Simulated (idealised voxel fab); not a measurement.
Process module heading - voxel self aligned contacts
235 nm wide, 5 nm square cells: that's cross-section cut.
A cross-section in this document is a grid of square cells, and it is written down as bands, the top band listed before the ones below it; a band is made up of one or more rows of cells.
A band entry consists of two parts. The first gives the height of the band's top and the height of its bottom, in nm. The rest lists the band's materials from left to right, each with its width in nm. A single material labelled with the word "full width" fills the band from edge to edge, and the word "air" marks empty space.
Heights from 0 (as-received wafer is one material below). Bottom band endless downward, as "0 -> down".
Top row gets the first number, bottom row gets the second, and each row in between changes by the same step: that is how a band width like "30->40" works.
Step marked "identical to before"? Then no cell in the cross-section changed in it.
"Closed void register" - sealed voids, min. 8 cells, no opening to top; format: width x height at distance (distance from left edge; nm throughout).
Read whatever lies past the settings on a step's line as the simulator's own remark about the step.
For masked steps, "overlay nm" on the step line gives how far right of plan the mask actually lay; a minus sign means it lay to the left.
Every pair from here on: before one process step, after it. The after cross-section reaches only to the lowest band that changed. Below the pair: the step in between and its settings. Pairs can belong to different runs of this module on the same starting wafer; a pair carries on from the pair above only if the entry headed "Pre-process state" says so.
## Pre-process state
  0 -> down = Si full width
  Closed void register: none
## Step Outcome
  0 -> -5 = SiO2 full width
  Below -5, no change.
  Closed void register: none
Quick note on the step between the two cross-sections above: OXIDIZE, depth nm 5
Pre-process state: after-step cross-section of the pair just above applies.
## Step Outcome
  25 -> 0 = polySi full width
  Below 0, no change.
  Closed void register: none
Quick note on the step between the two cross-sections above: DIRECTIONAL_DEP, material polySi, thk nm 25
Pre-process state: after-step cross-section of the pair just above applies.
## Step Outcome
  40 -> 25 = SiN full width
  Below 25, no change.
  Closed void register: none
Quick note on the step between the two cross-sections above: DIRECTIONAL_DEP, material SiN, thk nm 15
Pre-process state: after-step cross-section of the pair just above applies.
## Step Outcome
  40 -> 25 = air 80, SiN 25, air 25, SiN 25, air 80
  Below 25, no change.
  Closed void register: none
Quick note on the step between the two cross-sections above: MASKED_ETCH, tone cover, mask id GATE, width nm 25, pitch nm 50, etch materials SiN, depth nm 15, overlay nm 0
Pre-process state: after-step cross-section of the pair just above applies.
## Step Outcome
  40 -> 25 = air 80, SiN 25, air 25, SiN 25, air 80
  25 -> 0 = air 80, polySi 25, air 25, polySi 25, air 80
  Below 0, no change.
  Closed void register: none
Quick note on the step between the two cross-sections above: MASKED_ETCH, tone cover, mask id GATE, width nm 25, pitch nm 50, etch materials polySi, depth nm 25, overlay nm 0
Pre-process state: after-step cross-section of the pair just above applies.
## Step Outcome
  45 -> 25 = air 75, SiN 35, air 15, SiN 35, air 75
  25 -> 5 = air 75, SiN 5, polySi 25, SiN 5, air 15, SiN 5, polySi 25, SiN 5, air 75
  5 -> 0 = SiN 80, polySi 25, SiN 25, polySi 25, SiN 80
  Below 0, no change.
  Closed void register: none
Quick note on the step between the two cross-sections above: CONFORMAL_DEP, material SiN, thk nm 5
Pre-process state: after-step cross-section of the pair just above applies.
## Step Outcome
  40 -> 25 = air 75, SiN 35, air 15, SiN 35, air 75
  25 -> 0 = air 75, SiN 5, polySi 25, SiN 5, air 15, SiN 5, polySi 25, SiN 5, air 75
  Below 0, no change.
  Closed void register: none
Quick note on the step between the two cross-sections above: DIRECTIONAL_ETCH, etch materials SiN, depth nm 5
Pre-process state: after-step cross-section of the pair just above applies.
## Step Outcome
  60 -> 40 = SiO2 full width
  40 -> 25 = SiO2 75, SiN 35, SiO2 15, SiN 35, SiO2 75
  25 -> 0 = SiO2 75, SiN 5, polySi 25, SiN 5, SiO2 15, SiN 5, polySi 25, SiN 5, SiO2 75
  Below 0, no change.
  Closed void register: none
Quick note on the step between the two cross-sections above: FILL_DEP, material SiO2, thk nm 20
Pre-process state: after-step cross-section of the pair just above applies.
## Step Outcome
  50 -> 40 = SiO2 full width
  Below 40, no change.
  Closed void register: none
Quick note on the step between the two cross-sections above: CMP, height nm 50
Pre-process state: after-step cross-section of the pair just above applies.
## Step Outcome
  65 -> 50 = resist 100, air 35, resist 100
  Below 50, no change.
  Closed void register: none
Quick note on the step between the two cross-sections above: PATTERN, tone open, mask id CONTACT, material resist, width nm 35, thk nm 15, overlay nm 0
Pre-process state: after-step cross-section of the pair just above applies.
## Step Outcome
  65 -> 50 = resist 100, air 35, resist 100
  50 -> 40 = SiO2 100, air 35, SiO2 100
  40 -> 25 = SiO2 75, SiN 35, air 15, SiN 35, SiO2 75
  25 -> 0 = SiO2 75, SiN 5, polySi 25, SiN 5, air 15, SiN 5, polySi 25, SiN 5, SiO2 75
  0 -> -5 = SiO2 110, air 15, SiO2 110
  Below -5, no change.
  Closed void register: none
Quick note on the step between the two cross-sections above: DIRECTIONAL_ETCH, etch materials SiO2, depth nm 55
Pre-process state: after-step cross-section of the pair just above applies.
## Step Outcome
  50 -> 40 = SiO2 100, air 35, SiO2 100
  Below 40, no change.
  Closed void register: none
Quick note on the step between the two cross-sections above: STRIP, etch materials resist
Pre-process state: after-step cross-section of the pair just above applies.
## Step Outcome
  55 -> 50 = TiN 105, air 25, TiN 105
  50 -> 40 = SiO2 100, TiN 5->15, air 25->5, TiN 5->15, SiO2 100
  40 -> 25 = SiO2 75, SiN 35, TiN 5, air 5, TiN 5, SiN 35, SiO2 75
  25 -> 0 = SiO2 75, SiN 5, polySi 25, SiN 5, TiN 5, air 5, TiN 5, SiN 5, polySi 25, SiN 5, SiO2 75
  0 -> -5 = SiO2 110, TiN 15, SiO2 110
  Below -5, no change.
  Closed void register: none
Quick note on the step between the two cross-sections above: CONFORMAL_DEP, material TiN, thk nm 5
Pre-process state: after-step cross-section of the pair just above applies.
## Step Outcome
  60 -> 55 = W full width
  55 -> 50 = TiN 105, W 25, TiN 105
  50 -> 40 = SiO2 100, TiN 5->15, W 25->5, TiN 5->15, SiO2 100
  40 -> 25 = SiO2 75, SiN 35, TiN 5, W 5, TiN 5, SiN 35, SiO2 75
  25 -> 0 = SiO2 75, SiN 5, polySi 25, SiN 5, TiN 5, W 5, TiN 5, SiN 5, polySi 25, SiN 5, SiO2 75
  Below 0, no change.
  Closed void register: none
Quick note on the step between the two cross-sections above: FILL_DEP, material W, thk nm 5
Pre-process state: after-step cross-section of the pair just above applies.
## Step Outcome
  50 -> 40 = SiO2 100, TiN 5->15, W 25->5, TiN 5->15, SiO2 100
  Below 40, no change.
  Closed void register: none
Quick note on the step between the two cross-sections above: CMP, height nm 50
Pre-process state: after-step cross-section of the pair just above applies.
## Step Outcome
  55 -> 50 = SiCN full width
  Below 50, no change.
  Closed void register: none
Quick note on the step between the two cross-sections above: CONFORMAL_DEP, material SiCN, thk nm 5
## Pre-process state
  0 -> down = Si full width
  Closed void register: none
## Step Outcome
  25 -> 0 = polySi full width
  Below 0, no change.
  Closed void register: none
Quick note on the step between the two cross-sections above: DIRECTIONAL_DEP, material polySi, thk nm 25
Pre-process state: after-step cross-section of the pair just above applies.
## Step Outcome
  40 -> 25 = SiN full width
  Below 25, no change.
  Closed void register: none
Quick note on the step between the two cross-sections above: DIRECTIONAL_DEP, material SiN, thk nm 15
Pre-process state: after-step cross-section of the pair just above applies.
## Step Outcome
  40 -> 25 = air 80, SiN 25, air 25, SiN 25, air 80
  Below 25, no change.
  Closed void register: none
Quick note on the step between the two cross-sections above: MASKED_ETCH, tone cover, mask id GATE, width nm 25, pitch nm 50, etch materials SiN, depth nm 15, overlay nm 0
Pre-process state: after-step cross-section of the pair just above applies.
## Step Outcome
  40 -> 25 = air 80, SiN 25, air 25, SiN 25, air 80
  25 -> 0 = air 80, polySi 25, air 25, polySi 25, air 80
  Below 0, no change.
  Closed void register: none
Quick note on the step between the two cross-sections above: MASKED_ETCH, tone cover, mask id GATE, width nm 25, pitch nm 50, etch materials polySi, depth nm 25, overlay nm 0
Pre-process state: after-step cross-section of the pair just above applies.
## Step Outcome
  45 -> 25 = air 75, SiN 35, air 15, SiN 35, air 75
  25 -> 5 = air 75, SiN 5, polySi 25, SiN 5, air 15, SiN 5, polySi 25, SiN 5, air 75
  5 -> 0 = SiN 80, polySi 25, SiN 25, polySi 25, SiN 80
  Below 0, no change.
  Closed void register: none
Quick note on the step between the two cross-sections above: CONFORMAL_DEP, material SiN, thk nm 5
Pre-process state: after-step cross-section of the pair just above applies.
## Step Outcome
  40 -> 25 = air 75, SiN 35, air 15, SiN 35, air 75
  25 -> 0 = air 75, SiN 5, polySi 25, SiN 5, air 15, SiN 5, polySi 25, SiN 5, air 75
  Below 0, no change.
  Closed void register: none
Quick note on the step between the two cross-sections above: DIRECTIONAL_ETCH, etch materials SiN, depth nm 5
Pre-process state: after-step cross-section of the pair just above applies.
## Step Outcome
  60 -> 40 = SiO2 full width
  40 -> 25 = SiO2 75, SiN 35, SiO2 15, SiN 35, SiO2 75
  25 -> 0 = SiO2 75, SiN 5, polySi 25, SiN 5, SiO2 15, SiN 5, polySi 25, SiN 5, SiO2 75
  Below 0, no change.
  Closed void register: none
Quick note on the step between the two cross-sections above: FILL_DEP, material SiO2, thk nm 20
Pre-process state: after-step cross-section of the pair just above applies.
## Step Outcome
  50 -> 40 = SiO2 full width
  Below 40, no change.
  Closed void register: none
Quick note on the step between the two cross-sections above: CMP, height nm 50
Pre-process state: after-step cross-section of the pair just above applies.
## Step Outcome
  65 -> 50 = resist 100, air 35, resist 100
  Below 50, no change.
  Closed void register: none
Quick note on the step between the two cross-sections above: PATTERN, tone open, mask id CONTACT, material resist, width nm 35, thk nm 15, overlay nm 0
Pre-process state: after-step cross-section of the pair just above applies.
## Step Outcome
  65 -> 50 = resist 100, air 35, resist 100
  50 -> 40 = SiO2 100, air 35, SiO2 100
  40 -> 25 = SiO2 75, SiN 35, air 15, SiN 35, SiO2 75
  25 -> 0 = SiO2 75, SiN 5, polySi 25, SiN 5, air 15, SiN 5, polySi 25, SiN 5, SiO2 75
  Below 0, no change.
  Closed void register: none
Quick note on the step between the two cross-sections above: DIRECTIONAL_ETCH, etch materials SiO2, depth nm 55
Pre-process state: after-step cross-section of the pair just above applies.
## Step Outcome
  50 -> 40 = SiO2 100, air 35, SiO2 100
  Below 40, no change.
  Closed void register: none
Quick note on the step between the two cross-sections above: STRIP, etch materials resist
Pre-process state: after-step cross-section of the pair just above applies.
## Step Outcome
  55 -> 50 = TiN 105, air 25, TiN 105
  50 -> 40 = SiO2 100, TiN 5->15, air 25->5, TiN 5->15, SiO2 100
  40 -> 25 = SiO2 75, SiN 35, TiN 5, air 5, TiN 5, SiN 35, SiO2 75
  25 -> 5 = SiO2 75, SiN 5, polySi 25, SiN 5, TiN 5, air 5, TiN 5, SiN 5, polySi 25, SiN 5, SiO2 75
  5 -> 0 = SiO2 75, SiN 5, polySi 25, SiN 5, TiN 15, SiN 5, polySi 25, SiN 5, SiO2 75
  Below 0, no change.
  Closed void register: none
Quick note on the step between the two cross-sections above: CONFORMAL_DEP, material TiN, thk nm 5
Pre-process state: after-step cross-section of the pair just above applies.
## Step Outcome
  60 -> 55 = W full width
  55 -> 50 = TiN 105, W 25, TiN 105
  50 -> 40 = SiO2 100, TiN 5->15, W 25->5, TiN 5->15, SiO2 100
  40 -> 25 = SiO2 75, SiN 35, TiN 5, W 5, TiN 5, SiN 35, SiO2 75
  25 -> 5 = SiO2 75, SiN 5, polySi 25, SiN 5, TiN 5, W 5, TiN 5, SiN 5, polySi 25, SiN 5, SiO2 75
  Below 5, no change.
  Closed void register: none
Quick note on the step between the two cross-sections above: FILL_DEP, material W, thk nm 5
Pre-process state: after-step cross-section of the pair just above applies.
## Step Outcome
  50 -> 40 = SiO2 100, TiN 5->15, W 25->5, TiN 5->15, SiO2 100
  Below 40, no change.
  Closed void register: none
Quick note on the step between the two cross-sections above: CMP, height nm 50
Pre-process state: after-step cross-section of the pair just above applies.
## Step Outcome
  55 -> 50 = SiCN full width
  Below 50, no change.
  Closed void register: none
Quick note on the step between the two cross-sections above: CONFORMAL_DEP, material SiCN, thk nm 5
## Pre-process state
  25 -> 0 = polySi full width
  0 -> -5 = SiO2 full width
  -5 -> down = Si full width
  Closed void register: none
## Step Outcome
  50 -> 0 = polySi full width
  Below 0, no change.
  Closed void register: none
Quick note on the step between the two cross-sections above: DIRECTIONAL_DEP, material polySi, thk nm 25
Pre-process state: after-step cross-section of the pair just above applies.
## Step Outcome
  65 -> 50 = SiN full width
  Below 50, no change.
  Closed void register: none
Quick note on the step between the two cross-sections above: DIRECTIONAL_DEP, material SiN, thk nm 15
Pre-process state: after-step cross-section of the pair just above applies.
## Step Outcome
  65 -> 50 = air 80, SiN 25, air 25, SiN 25, air 80
  Below 50, no change.
  Closed void register: none
Quick note on the step between the two cross-sections above: MASKED_ETCH, tone cover, mask id GATE, width nm 25, pitch nm 50, etch materials SiN, depth nm 15, overlay nm 0
Pre-process state: after-step cross-section of the pair just above applies.
## Step Outcome
  65 -> 50 = air 80, SiN 25, air 25, SiN 25, air 80
  50 -> 25 = air 80, polySi 25, air 25, polySi 25, air 80
  Below 25, no change.
  Closed void register: none
Quick note on the step between the two cross-sections above: MASKED_ETCH, tone cover, mask id GATE, width nm 25, pitch nm 50, etch materials polySi, depth nm 25, overlay nm 0
Pre-process state: after-step cross-section of the pair just above applies.
## Step Outcome
  70 -> 50 = air 75, SiN 35, air 15, SiN 35, air 75
  50 -> 30 = air 75, SiN 5, polySi 25, SiN 5, air 15, SiN 5, polySi 25, SiN 5, air 75
  30 -> 25 = SiN 80, polySi 25, SiN 25, polySi 25, SiN 80
  Below 25, no change.
  Closed void register: none
Quick note on the step between the two cross-sections above: CONFORMAL_DEP, material SiN, thk nm 5
Pre-process state: after-step cross-section of the pair just above applies.
## Step Outcome
  65 -> 50 = air 75, SiN 35, air 15, SiN 35, air 75
  50 -> 25 = air 75, SiN 5, polySi 25, SiN 5, air 15, SiN 5, polySi 25, SiN 5, air 75
  Below 25, no change.
  Closed void register: none
Quick note on the step between the two cross-sections above: DIRECTIONAL_ETCH, etch materials SiN, depth nm 5
Pre-process state: after-step cross-section of the pair just above applies.
## Step Outcome
  85 -> 65 = SiO2 full width
  65 -> 50 = SiO2 75, SiN 35, SiO2 15, SiN 35, SiO2 75
  50 -> 25 = SiO2 75, SiN 5, polySi 25, SiN 5, SiO2 15, SiN 5, polySi 25, SiN 5, SiO2 75
  Below 25, no change.
  Closed void register: none
Quick note on the step between the two cross-sections above: FILL_DEP, material SiO2, thk nm 20
Pre-process state: after-step cross-section of the pair just above applies.
## Step Outcome
  50 -> 25 = SiO2 75, SiN 5, polySi 25, SiN 5, SiO2 15, SiN 5, polySi 25, SiN 5, SiO2 75
  Below 25, no change.
  Closed void register: none
Quick note on the step between the two cross-sections above: CMP, height nm 50
Pre-process state: after-step cross-section of the pair just above applies.
## Step Outcome
  65 -> 50 = resist 100, air 35, resist 100
  Below 50, no change.
  Closed void register: none
Quick note on the step between the two cross-sections above: PATTERN, tone open, mask id CONTACT, material resist, width nm 35, thk nm 15, overlay nm 0
Pre-process state: after-step cross-section of the pair just above applies.
## Step Outcome
  65 -> 50 = resist 100, air 35, resist 100
  50 -> 25 = SiO2 75, SiN 5, polySi 25, SiN 5, air 15, SiN 5, polySi 25, SiN 5, SiO2 75
  Below 25, no change.
  Closed void register: none
Quick note on the step between the two cross-sections above: DIRECTIONAL_ETCH, etch materials SiO2, depth nm 55
Pre-process state: after-step cross-section of the pair just above applies.
## Step Outcome
  50 -> 25 = SiO2 75, SiN 5, polySi 25, SiN 5, air 15, SiN 5, polySi 25, SiN 5, SiO2 75
  Below 25, no change.
  Closed void register: none
Quick note on the step between the two cross-sections above: STRIP, etch materials resist
Pre-process state: after-step cross-section of the pair just above applies.
## Step Outcome
  55 -> 50 = TiN 115, air 5, TiN 115
  50 -> 30 = SiO2 75, SiN 5, polySi 25, SiN 5, TiN 5, air 5, TiN 5, SiN 5, polySi 25, SiN 5, SiO2 75
  30 -> 25 = SiO2 75, SiN 5, polySi 25, SiN 5, TiN 15, SiN 5, polySi 25, SiN 5, SiO2 75
  Below 25, no change.
  Closed void register: none
Quick note on the step between the two cross-sections above: CONFORMAL_DEP, material TiN, thk nm 5
Pre-process state: after-step cross-section of the pair just above applies.
## Step Outcome
  60 -> 55 = W full width
  55 -> 50 = TiN 115, W 5, TiN 115
  50 -> 30 = SiO2 75, SiN 5, polySi 25, SiN 5, TiN 5, W 5, TiN 5, SiN 5, polySi 25, SiN 5, SiO2 75
  Below 30, no change.
  Closed void register: none
Quick note on the step between the two cross-sections above: FILL_DEP, material W, thk nm 5
Pre-process state: after-step cross-section of the pair just above applies.
## Step Outcome
  50 -> 30 = SiO2 75, SiN 5, polySi 25, SiN 5, TiN 5, W 5, TiN 5, SiN 5, polySi 25, SiN 5, SiO2 75
  Below 30, no change.
  Closed void register: none
Quick note on the step between the two cross-sections above: CMP, height nm 50
Pre-process state: after-step cross-section of the pair just above applies.
## Step Outcome
  55 -> 50 = SiCN full width
  Below 50, no change.
  Closed void register: none
Quick note on the step between the two cross-sections above: CONFORMAL_DEP, material SiCN, thk nm 5
## Pre-process state
  25 -> 0 = polySi full width
  0 -> down = Si full width
  Closed void register: none
## Step Outcome
  25 -> 20 = SiO2 full width
  Below 20, no change.
  Closed void register: none
Quick note on the step between the two cross-sections above: OXIDIZE, depth nm 5
Pre-process state: after-step cross-section of the pair just above applies.
## Step Outcome
  40 -> 25 = SiN full width
  Below 25, no change.
  Closed void register: none
Quick note on the step between the two cross-sections above: DIRECTIONAL_DEP, material SiN, thk nm 15
Pre-process state: after-step cross-section of the pair just above applies.
## Step Outcome
  40 -> 25 = air 80, SiN 25, air 25, SiN 25, air 80
  Below 25, no change.
  Closed void register: none
Quick note on the step between the two cross-sections above: MASKED_ETCH, tone cover, mask id GATE, width nm 25, pitch nm 50, etch materials SiN, depth nm 15, overlay nm 0
Pre-process state: after-step cross-section of the pair just above applies.
## Step Outcome
  45 -> 30 = air 75, SiN 35, air 15, SiN 35, air 75
  30 -> 25 = SiN full width
  Below 25, no change.
  Closed void register: none
Quick note on the step between the two cross-sections above: CONFORMAL_DEP, material SiN, thk nm 5
Pre-process state: after-step cross-section of the pair just above applies.
## Step Outcome
  40 -> 25 = air 75, SiN 35, air 15, SiN 35, air 75
  Below 25, no change.
  Closed void register: none
Quick note on the step between the two cross-sections above: DIRECTIONAL_ETCH, etch materials SiN, depth nm 5
Pre-process state: after-step cross-section of the pair just above applies.
## Step Outcome
  60 -> 40 = SiO2 full width
  40 -> 25 = SiO2 75, SiN 35, SiO2 15, SiN 35, SiO2 75
  Below 25, no change.
  Closed void register: none
Quick note on the step between the two cross-sections above: FILL_DEP, material SiO2, thk nm 20
Pre-process state: after-step cross-section of the pair just above applies.
## Step Outcome
  50 -> 40 = SiO2 full width
  Below 40, no change.
  Closed void register: none
Quick note on the step between the two cross-sections above: CMP, height nm 50
Pre-process state: after-step cross-section of the pair just above applies.
## Step Outcome
  65 -> 50 = resist 100, air 35, resist 100
  Below 50, no change.
  Closed void register: none
Quick note on the step between the two cross-sections above: PATTERN, tone open, mask id CONTACT, material resist, width nm 35, thk nm 15, overlay nm 0
Pre-process state: after-step cross-section of the pair just above applies.
## Step Outcome
  65 -> 50 = resist 100, air 35, resist 100
  50 -> 40 = SiO2 100, air 35, SiO2 100
  40 -> 25 = SiO2 75, SiN 35, air 15, SiN 35, SiO2 75
  25 -> 20 = SiO2 110, air 15, SiO2 110
  Below 20, no change.
  Closed void register: none
Quick note on the step between the two cross-sections above: DIRECTIONAL_ETCH, etch materials SiO2, depth nm 55
Pre-process state: after-step cross-section of the pair just above applies.
## Step Outcome
  50 -> 40 = SiO2 100, air 35, SiO2 100
  Below 40, no change.
  Closed void register: none
Quick note on the step between the two cross-sections above: STRIP, etch materials resist
Pre-process state: after-step cross-section of the pair just above applies.
## Step Outcome
  55 -> 50 = TiN 105, air 25, TiN 105
  50 -> 40 = SiO2 100, TiN 5->15, air 25->5, TiN 5->15, SiO2 100
  40 -> 25 = SiO2 75, SiN 35, TiN 5, air 5, TiN 5, SiN 35, SiO2 75
  25 -> 20 = SiO2 110, TiN 15, SiO2 110
  Below 20, no change.
  Closed void register: none
Quick note on the step between the two cross-sections above: CONFORMAL_DEP, material TiN, thk nm 5
Pre-process state: after-step cross-section of the pair just above applies.
## Step Outcome
  60 -> 55 = W full width
  55 -> 50 = TiN 105, W 25, TiN 105
  50 -> 40 = SiO2 100, TiN 5->15, W 25->5, TiN 5->15, SiO2 100
  40 -> 25 = SiO2 75, SiN 35, TiN 5, W 5, TiN 5, SiN 35, SiO2 75
  Below 25, no change.
  Closed void register: none
Quick note on the step between the two cross-sections above: FILL_DEP, material W, thk nm 5
Pre-process state: after-step cross-section of the pair just above applies.
## Step Outcome
  50 -> 40 = SiO2 100, TiN 5->15, W 25->5, TiN 5->15, SiO2 100
  Below 40, no change.
  Closed void register: none
Quick note on the step between the two cross-sections above: CMP, height nm 50
Pre-process state: after-step cross-section of the pair just above applies.
## Step Outcome
  55 -> 50 = SiCN full width
  Below 50, no change.
  Closed void register: none
Quick note on the step between the two cross-sections above: CONFORMAL_DEP, material SiCN, thk nm 5
## Pre-process state
  0 -> -5 = SiO2 full width
  -5 -> down = Si full width
  Closed void register: none
## Step Outcome
  35 -> 0 = polySi full width
  Below 0, no change.
  Closed void register: none
Quick note on the step between the two cross-sections above: DIRECTIONAL_DEP, material polySi, thk nm 35
Pre-process state: after-step cross-section of the pair just above applies.
## Step Outcome
  50 -> 35 = SiN full width
  Below 35, no change.
  Closed void register: none
Quick note on the step between the two cross-sections above: DIRECTIONAL_DEP, material SiN, thk nm 15
Pre-process state: after-step cross-section of the pair just above applies.
## Step Outcome
  50 -> 35 = air 80, SiN 25, air 25, SiN 25, air 80
  Below 35, no change.
  Closed void register: none
Quick note on the step between the two cross-sections above: MASKED_ETCH, tone cover, mask id GATE, width nm 25, pitch nm 50, etch materials SiN, depth nm 15, overlay nm 0
Pre-process state: after-step cross-section of the pair just above applies.
## Step Outcome
  50 -> 35 = air 80, SiN 25, air 25, SiN 25, air 80
  35 -> 10 = air 80, polySi 25, air 25, polySi 25, air 80
  Below 10, no change.
  Closed void register: none
Quick note on the step between the two cross-sections above: MASKED_ETCH, tone cover, mask id GATE, width nm 25, pitch nm 50, etch materials polySi, depth nm 25, overlay nm 0
Pre-process state: after-step cross-section of the pair just above applies.
## Step Outcome
  55 -> 35 = air 75, SiN 35, air 15, SiN 35, air 75
  35 -> 15 = air 75, SiN 5, polySi 25, SiN 5, air 15, SiN 5, polySi 25, SiN 5, air 75
  15 -> 10 = SiN 80, polySi 25, SiN 25, polySi 25, SiN 80
  Below 10, no change.
  Closed void register: none
Quick note on the step between the two cross-sections above: CONFORMAL_DEP, material SiN, thk nm 5
Pre-process state: after-step cross-section of the pair just above applies.
## Step Outcome
  50 -> 35 = air 75, SiN 35, air 15, SiN 35, air 75
  35 -> 10 = air 75, SiN 5, polySi 25, SiN 5, air 15, SiN 5, polySi 25, SiN 5, air 75
  Below 10, no change.
  Closed void register: none
Quick note on the step between the two cross-sections above: DIRECTIONAL_ETCH, etch materials SiN, depth nm 5
Pre-process state: after-step cross-section of the pair just above applies.
## Step Outcome
  70 -> 50 = SiO2 full width
  50 -> 35 = SiO2 75, SiN 35, SiO2 15, SiN 35, SiO2 75
  35 -> 10 = SiO2 75, SiN 5, polySi 25, SiN 5, SiO2 15, SiN 5, polySi 25, SiN 5, SiO2 75
  Below 10, no change.
  Closed void register: none
Quick note on the step between the two cross-sections above: FILL_DEP, material SiO2, thk nm 20
Pre-process state: after-step cross-section of the pair just above applies.
## Step Outcome
  50 -> 35 = SiO2 75, SiN 35, SiO2 15, SiN 35, SiO2 75
  Below 35, no change.
  Closed void register: none
Quick note on the step between the two cross-sections above: CMP, height nm 50
Pre-process state: after-step cross-section of the pair just above applies.
## Step Outcome
  65 -> 50 = resist 100, air 35, resist 100
  Below 50, no change.
  Closed void register: none
Quick note on the step between the two cross-sections above: PATTERN, tone open, mask id CONTACT, material resist, width nm 35, thk nm 15, overlay nm 0
Pre-process state: after-step cross-section of the pair just above applies.
## Step Outcome
  65 -> 50 = resist 100, air 35, resist 100
  50 -> 35 = SiO2 75, SiN 35, air 15, SiN 35, SiO2 75
  35 -> 10 = SiO2 75, SiN 5, polySi 25, SiN 5, air 15, SiN 5, polySi 25, SiN 5, SiO2 75
  Below 10, no change.
  Closed void register: none
Quick note on the step between the two cross-sections above: DIRECTIONAL_ETCH, etch materials SiO2, depth nm 55
Pre-process state: after-step cross-section of the pair just above applies.
## Step Outcome
  50 -> 35 = SiO2 75, SiN 35, air 15, SiN 35, SiO2 75
  Below 35, no change.
  Closed void register: none
Quick note on the step between the two cross-sections above: STRIP, etch materials resist
Pre-process state: after-step cross-section of the pair just above applies.
## Step Outcome
  55 -> 50 = TiN 115, air 5, TiN 115
  50 -> 35 = SiO2 75, SiN 35, TiN 5, air 5, TiN 5, SiN 35, SiO2 75
  35 -> 15 = SiO2 75, SiN 5, polySi 25, SiN 5, TiN 5, air 5, TiN 5, SiN 5, polySi 25, SiN 5, SiO2 75
  15 -> 10 = SiO2 75, SiN 5, polySi 25, SiN 5, TiN 15, SiN 5, polySi 25, SiN 5, SiO2 75
  Below 10, no change.
  Closed void register: none
Quick note on the step between the two cross-sections above: CONFORMAL_DEP, material TiN, thk nm 5
Pre-process state: after-step cross-section of the pair just above applies.
## Step Outcome
  60 -> 55 = W full width
  55 -> 50 = TiN 115, W 5, TiN 115
  50 -> 35 = SiO2 75, SiN 35, TiN 5, W 5, TiN 5, SiN 35, SiO2 75
  35 -> 15 = SiO2 75, SiN 5, polySi 25, SiN 5, TiN 5, W 5, TiN 5, SiN 5, polySi 25, SiN 5, SiO2 75
  Below 15, no change.
  Closed void register: none
Quick note on the step between the two cross-sections above: FILL_DEP, material W, thk nm 5
Pre-process state: after-step cross-section of the pair just above applies.
## Step Outcome
  50 -> 35 = SiO2 75, SiN 35, TiN 5, W 5, TiN 5, SiN 35, SiO2 75
  Below 35, no change.
  Closed void register: none
Quick note on the step between the two cross-sections above: CMP, height nm 50
Pre-process state: after-step cross-section of the pair just above applies.
## Step Outcome
  55 -> 50 = SiCN full width
  Below 50, no change.
  Closed void register: none
Quick note on the step between the two cross-sections above: CONFORMAL_DEP, material SiCN, thk nm 5
## Pre-process state
  50 -> 40 = SiO2 full width
  40 -> 25 = SiO2 75, SiN 35, SiO2 15, SiN 35, SiO2 75
  25 -> 0 = SiO2 75, SiN 5, polySi 25, SiN 5, SiO2 15, SiN 5, polySi 25, SiN 5, SiO2 75
  0 -> -5 = SiO2 full width
  -5 -> down = Si full width
  Closed void register: none
## Step Outcome
  65 -> 50 = resist 95, air 45, resist 95
  Below 50, no change.
  Closed void register: none
Quick note on the step between the two cross-sections above: PATTERN, tone open, mask id CONTACT, material resist, width nm 45, thk nm 15, overlay nm 0
Pre-process state: after-step cross-section of the pair just above applies.
## Step Outcome
  65 -> 50 = resist 95, air 45, resist 95
  50 -> 40 = SiO2 95, air 45, SiO2 95
  40 -> 25 = SiO2 75, SiN 35, air 15, SiN 35, SiO2 75
  25 -> 0 = SiO2 75, SiN 5, polySi 25, SiN 5, air 15, SiN 5, polySi 25, SiN 5, SiO2 75
  0 -> -5 = SiO2 110, air 15, SiO2 110
  Below -5, no change.
  Closed void register: none
Quick note on the step between the two cross-sections above: DIRECTIONAL_ETCH, etch materials SiO2, depth nm 55
Pre-process state: after-step cross-section of the pair just above applies.
## Step Outcome
  50 -> 40 = SiO2 95, air 45, SiO2 95
  Below 40, no change.
  Closed void register: none
Quick note on the step between the two cross-sections above: STRIP, etch materials resist
Pre-process state: after-step cross-section of the pair just above applies.
## Step Outcome
  55 -> 50 = TiN 100, air 35, TiN 100
  50 -> 40 = SiO2 95, TiN 5->20, air 35->5, TiN 5->20, SiO2 95
  40 -> 25 = SiO2 75, SiN 35, TiN 5, air 5, TiN 5, SiN 35, SiO2 75
  25 -> 0 = SiO2 75, SiN 5, polySi 25, SiN 5, TiN 5, air 5, TiN 5, SiN 5, polySi 25, SiN 5, SiO2 75
  0 -> -5 = SiO2 110, TiN 15, SiO2 110
  Below -5, no change.
  Closed void register: none
Quick note on the step between the two cross-sections above: CONFORMAL_DEP, material TiN, thk nm 5
Pre-process state: after-step cross-section of the pair just above applies.
## Step Outcome
  60 -> 55 = W full width
  55 -> 50 = TiN 100, W 35, TiN 100
  50 -> 40 = SiO2 95, TiN 5->20, W 35->5, TiN 5->20, SiO2 95
  40 -> 25 = SiO2 75, SiN 35, TiN 5, W 5, TiN 5, SiN 35, SiO2 75
  25 -> 0 = SiO2 75, SiN 5, polySi 25, SiN 5, TiN 5, W 5, TiN 5, SiN 5, polySi 25, SiN 5, SiO2 75
  Below 0, no change.
  Closed void register: none
Quick note on the step between the two cross-sections above: FILL_DEP, material W, thk nm 5
Pre-process state: after-step cross-section of the pair just above applies.
## Step Outcome
  50 -> 40 = SiO2 95, TiN 5->20, W 35->5, TiN 5->20, SiO2 95
  Below 40, no change.
  Closed void register: none
Quick note on the step between the two cross-sections above: CMP, height nm 50
Pre-process state: after-step cross-section of the pair just above applies.
## Step Outcome
  55 -> 50 = SiCN full width
  Below 50, no change.
  Closed void register: none
Quick note on the step between the two cross-sections above: CONFORMAL_DEP, material SiCN, thk nm 5
## Pre-process state
  40 -> 25 = air 80, SiN 25, air 25, SiN 25, air 80
  25 -> 0 = polySi full width
  0 -> -5 = SiO2 full width
  -5 -> down = Si full width
  Closed void register: none
## Step Outcome
  40 -> 25 = air 80, SiN 25, air 25, SiN 25, air 80
  25 -> 0 = air 70, polySi 35, air 15, polySi 35, air 80
  Below 0, no change.
  Closed void register: none
Quick note on the step between the two cross-sections above: MASKED_ETCH, tone cover, mask id GATE, width nm 25, pitch nm 50, etch materials polySi, depth nm 25, overlay nm -10
Pre-process state: after-step cross-section of the pair just above applies.
## Step Outcome
  45 -> 30 = air 75, SiN 35, air 15, SiN 35, air 75
  30 -> 25 = air 65, SiN 45, air 5, SiN 45, air 75
  25 -> 5 = air 65, SiN 5, polySi 35, SiN 5, air 5, SiN 5, polySi 35, SiN 5, air 75
  5 -> 0 = SiN 70, polySi 35, SiN 15, polySi 35, SiN 80
  Below 0, no change.
  Closed void register: none
Quick note on the step between the two cross-sections above: CONFORMAL_DEP, material SiN, thk nm 5
